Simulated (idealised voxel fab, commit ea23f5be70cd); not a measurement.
voxel double patterning: a process module
215 nm wide, 5 nm square cells: that's cross-section cut.
Cross-section layout: square cells on a grid; listed as bands, top to bottom; a band spans one or more cell rows.
First you get the band's top height and its bottom height, in nm, and then the materials it's made of, left to right, with each width in nm. If you see a single material with "all across", that one covers the band edge to edge. "air" is empty space.
Where do heights start? At 0: under that level the wafer as delivered is made of one material only. And the lowest band has no floor; it just carries on downward, as in "top 0, no bottom".
A width given as "30->40" starts at the first number in the band's top row and ends at the second number in its bottom row, shifting by an equal amount at every step from row to row.
"nothing was modified" means the step left every cell of the cross-section as it was.
Closed empty spaces (no open way to the top) of 8 cells or more are what "Closed internal cavities" lists, each as width x height at distance from the left edge, nm for all three.
Formally, on a step line, whatever follows the settings is a remark that the simulator itself makes on the step.
When a step includes a mask, the "overlay nm" setting on its line states how far to the right of its planned place that mask lay, and negative values state how far to the left.
These are the steps we planned for the process:
1) RECEIVE with material Si
2) CONFORMAL_DEP with material SiO2, thk nm 10
3) DIRECTIONAL_DEP with material polySi, thk nm 10
4) DIRECTIONAL_DEP with material SiCN, thk nm 10
5) PATTERN with tone open, mask id FIRST, material resist, width nm 15, pitch nm 50, thk nm 15, overlay nm 0
6) DIRECTIONAL_ETCH with etch materials SiCN, depth nm 10
7) STRIP with etch materials resist
8) DIRECTIONAL_DEP with material aC, thk nm 10
9) PATTERN with tone open, mask id SECOND, material resist, width nm 15, pitch nm 50, thk nm 30, overlay nm 0
10) DIRECTIONAL_ETCH with etch materials aC, depth nm 10
11) STRIP with etch materials resist
12) DIRECTIONAL_ETCH with etch materials SiCN, depth nm 10
13) STRIP with etch materials aC
14) DIRECTIONAL_ETCH with etch materials polySi, depth nm 10
15) STRIP with etch materials SiCN
First of two wafers, processed according to plan:
Shown in cross-section is the wafer as received, that is, as it stands after step 1:
    top 0, no bottom  Si all across
    Closed internal cavities: none
After step 2:
    top 10, bottom 0  SiO2 all across
    Anything lower than 0 is untouched.
After step 3:
    top 20, bottom 10  polySi all across
    Anything lower than 10 is untouched.
After step 4:
    top 30, bottom 20  SiCN all across
    Anything lower than 20 is untouched.
After step 5:
    top 45, bottom 30  resist=50 | air=15 | resist=35 | air=15 | resist=35 | air=15 | resist=50
    Anything lower than 30 is untouched.
After step 6:
    top 45, bottom 30  resist=50 | air=15 | resist=35 | air=15 | resist=35 | air=15 | resist=50
    top 30, bottom 20  SiCN=50 | air=15 | SiCN=35 | air=15 | SiCN=35 | air=15 | SiCN=50
    Anything lower than 20 is untouched.
After step 7:
    top 30, bottom 20  SiCN=50 | air=15 | SiCN=35 | air=15 | SiCN=35 | air=15 | SiCN=50
    Anything lower than 20 is untouched.
After step 8:
    top 40, bottom 30  aC=50 | air=15 | aC=35 | air=15 | aC=35 | air=15 | aC=50
    top 30, bottom 20  SiCN=50 | aC=15 | SiCN=35 | aC=15 | SiCN=35 | aC=15 | SiCN=50
    Anything lower than 20 is untouched.
After step 9:
    top 70, bottom 40  resist=75 | air=15 | resist=35 | air=15 | resist=75
    top 40, bottom 30  aC=50 | resist=15 | aC=35 | resist=15 | aC=35 | resist=15 | aC=50
    Anything lower than 30 is untouched.
After step 10:
    top 60, bottom 40  resist=75 | air=15 | resist=35 | air=15 | resist=75
    top 40, bottom 30  aC=50 | resist=15 | aC=10 | air=15 | aC=10 | resist=15 | aC=10 | air=15 | aC=10 | resist=15 | aC=50
    Anything lower than 30 is untouched.
After step 11:
    top 40, bottom 30  aC=50 | air=15 | aC=10 | air=15 | aC=10 | air=15 | aC=10 | air=15 | aC=10 | air=15 | aC=50
    Anything lower than 30 is untouched.
After step 12:
    top 40, bottom 30  aC=50 | air=15 | aC=10 | air=15 | aC=10 | air=15 | aC=10 | air=15 | aC=10 | air=15 | aC=50
    top 30, bottom 20  SiCN=50 | aC=15 | SiCN=10 | air=15 | SiCN=10 | aC=15 | SiCN=10 | air=15 | SiCN=10 | aC=15 | SiCN=50
    Anything lower than 20 is untouched.
After step 13:
    top 30, bottom 20  SiCN=50 | air=15 | SiCN=10 | air=15 | SiCN=10 | air=15 | SiCN=10 | air=15 | SiCN=10 | air=15 | SiCN=50
    Anything lower than 20 is untouched.
After step 14:
    top 30, bottom 20  SiCN=50 | air=15 | SiCN=10 | air=15 | SiCN=10 | air=15 | SiCN=10 | air=15 | SiCN=10 | air=15 | SiCN=50
    top 20, bottom 10  polySi=50 | air=15 | polySi=10 | air=15 | polySi=10 | air=15 | polySi=10 | air=15 | polySi=10 | air=15 | polySi=50
    Anything lower than 10 is untouched.
After step 15:
    top 20, bottom 10  polySi=50 | air=15 | polySi=10 | air=15 | polySi=10 | air=15 | polySi=10 | air=15 | polySi=10 | air=15 | polySi=50
    Anything lower than 10 is untouched.
For the second wafer, take the first wafer's start and plan, then add one mistake made in running it; everything through step 4, that step included, is shared with the first:
Cross-section, second wafer, at the end time the plan gives for step 5:
    top 45, bottom 30  resist=45 | air=25 | resist=25 | air=25 | resist=25 | air=25 | resist=45
    Anything lower than 30 is untouched.
Cross-section, second wafer, at the end time the plan gives for step 6:
    top 45, bottom 30  resist=45 | air=25 | resist=25 | air=25 | resist=25 | air=25 | resist=45
    top 30, bottom 20  SiCN=45 | air=25 | SiCN=25 | air=25 | SiCN=25 | air=25 | SiCN=45
    Anything lower than 20 is untouched.
Cross-section, second wafer, at the end time the plan gives for step 7:
    top 30, bottom 20  SiCN=45 | air=25 | SiCN=25 | air=25 | SiCN=25 | air=25 | SiCN=45
    Anything lower than 20 is untouched.
Cross-section, second wafer, at the end time the plan gives for step 8:
    top 40, bottom 30  aC=45 | air=25 | aC=25 | air=25 | aC=25 | air=25 | aC=45
    top 30, bottom 20  SiCN=45 | aC=25 | SiCN=25 | aC=25 | SiCN=25 | aC=25 | SiCN=45
    Anything lower than 20 is untouched.
Cross-section, second wafer, at the end time the plan gives for step 9:
    top 70, bottom 40  resist=75 | air=15 | resist=35 | air=15 | resist=75
    top 40, bottom 30  aC=45 | resist=25 | aC=25 | resist=25 | aC=25 | resist=25 | aC=45
    Anything lower than 30 is untouched.
Cross-section, second wafer, at the end time the plan gives for step 10:
    top 60, bottom 40  resist=75 | air=15 | resist=35 | air=15 | resist=75
    top 40, bottom 30  aC=45 | resist=25 | aC=5 | air=15 | aC=5 | resist=25 | aC=5 | air=15 | aC=5 | resist=25 | aC=45
    Anything lower than 30 is untouched.
Cross-section, second wafer, at the end time the plan gives for step 11:
    top 40, bottom 30  aC=45 | air=25 | aC=5 | air=15 | aC=5 | air=25 | aC=5 | air=15 | aC=5 | air=25 | aC=45
    Anything lower than 30 is untouched.
Cross-section, second wafer, at the end time the plan gives for step 12:
    top 40, bottom 30  aC=45 | air=25 | aC=5 | air=15 | aC=5 | air=25 | aC=5 | air=15 | aC=5 | air=25 | aC=45
    top 30, bottom 20  SiCN=45 | aC=25 | SiCN=5 | air=15 | SiCN=5 | aC=25 | SiCN=5 | air=15 | SiCN=5 | aC=25 | SiCN=45
    Anything lower than 20 is untouched.
Cross-section, second wafer, at the end time the plan gives for step 13:
    top 30, bottom 20  SiCN=45 | air=25 | SiCN=5 | air=15 | SiCN=5 | air=25 | SiCN=5 | air=15 | SiCN=5 | air=25 | SiCN=45
    Anything lower than 20 is untouched.
Cross-section, second wafer, at the end time the plan gives for step 14:
    top 30, bottom 20  SiCN=45 | air=25 | SiCN=5 | air=15 | SiCN=5 | air=25 | SiCN=5 | air=15 | SiCN=5 | air=25 | SiCN=45
    top 20, bottom 10  polySi=45 | air=25 | polySi=5 | air=15 | polySi=5 | air=25 | polySi=5 | air=15 | polySi=5 | air=25 | polySi=45
    Anything lower than 10 is untouched.
Cross-section, second wafer, at the end time the plan gives for step 15:
    top 20, bottom 10  polySi=45 | air=25 | polySi=5 | air=15 | polySi=5 | air=25 | polySi=5 | air=15 | polySi=5 | air=25 | polySi=45
    Anything lower than 10 is untouched.
What was the processing mistake? note that step 5 departed from the planned setting and was carried out as PATTERN with tone open, mask id FIRST, material resist, width nm 25, pitch nm 50, thk nm 15, overlay nm 0
Per the end-of-run cell counts, the second wafer holds more or fewer of some materials than the first: 12 fewer of polySi
